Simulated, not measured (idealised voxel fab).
Herein follows the process module entitled voxel double patterning.
The cross-section shown here is cut; it is 210 nm wide and divided into square cells measuring 5 nm on a side.
Throughout this document, each cross-section is represented as a grid of square cells and is presented as a sequence of bands enumerated from the top downward, where a band comprises one or more rows of cells.
Read a band's entry like this: the first values are the height of its top and the height of its bottom in nm, and what follows is the sequence of materials from left to right, each with its width in nm. Note that "empty" is empty space, and that a single material marked "everywhere" reaches across the band from edge to edge.
Where do heights start? At 0: under that level the wafer as delivered is made of one material only. And the lowest band has no floor; it just carries on downward, as in "0 and below".
A width such as "30 to 40" changes by the same amount from each row of cells to the next, from the band's top row to its bottom row.
Key: "nothing changed" - step with no changed cell in the cross-section.
"Closed void listing" contains a list of empty spaces, each no smaller than 8 cells and without an open way to the top, written in the form width x height at distance with the distance from the left edge and all three in nm.
Post-settings text on a step line: simulator's own remark regarding the step.
Steps that use a mask can have "overlay nm" on their line. It says how far the mask sat to the right of where it was meant to be. Negative means to the left.

[Intended process steps]
- 1: RECEIVE,material Si
- 2: CONFORMAL_DEP,material SiO2,thk nm 5
- 3: DIRECTIONAL_DEP,material polySi,thk nm 15
- 4: DIRECTIONAL_DEP,material SiCN,thk nm 5
- 5: PATTERN,tone open,mask id FIRST,material resist,width nm 15,pitch nm 50,thk nm 15,overlay nm 0
- 6: DIRECTIONAL_ETCH,etch materials SiCN,depth nm 5
- 7: STRIP,etch materials resist
- 8: PATTERN,tone open,mask id SECOND,material resist,width nm 15,pitch nm 50,thk nm 20,overlay nm 0
- 9: DIRECTIONAL_ETCH,etch materials SiCN,depth nm 5
- 10: STRIP,etch materials resist
- 11: DIRECTIONAL_ETCH,etch materials polySi,depth nm 15
- 12: STRIP,etch materials SiCN

[As-received wafer cross-section (after step 1)]
- 0 and below  Si everywhere
- Closed void listing: none

[Cross-sectional image of the first of two wafers at the end of the module, the run having proceeded as planned]
- 20 down to 5  45 of polySi / 15 of empty / 10 of polySi / 15 of empty / 10 of polySi / 15 of empty / 10 of polySi / 15 of empty / 10 of polySi / 15 of empty / 50 of polySi
- 5 down to 0  SiO2 everywhere
- 0 and below  Si everywhere
- Closed void listing: none

[Wafer two cross-section, module end. Start and plan unchanged from wafer one; one mistake made during the run]
- 20 down to 5  45 of polySi / 15 of empty / 10 of polySi / 20 of empty / 5 of polySi / 15 of empty / 10 of polySi / 20 of empty / 5 of polySi / 15 of empty / 50 of polySi
- 5 down to 0  SiO2 everywhere
- 0 and below  Si everywhere
- Closed void listing: none
Error vs. plan: step 8 did not happen as planned, as run it was PATTERN,tone open,mask id SECOND,material resist,width nm 20,pitch nm 50,thk nm 20,overlay nm 0
Cell-count delta at end, second wafer over first, by material: 6 fewer of polySi
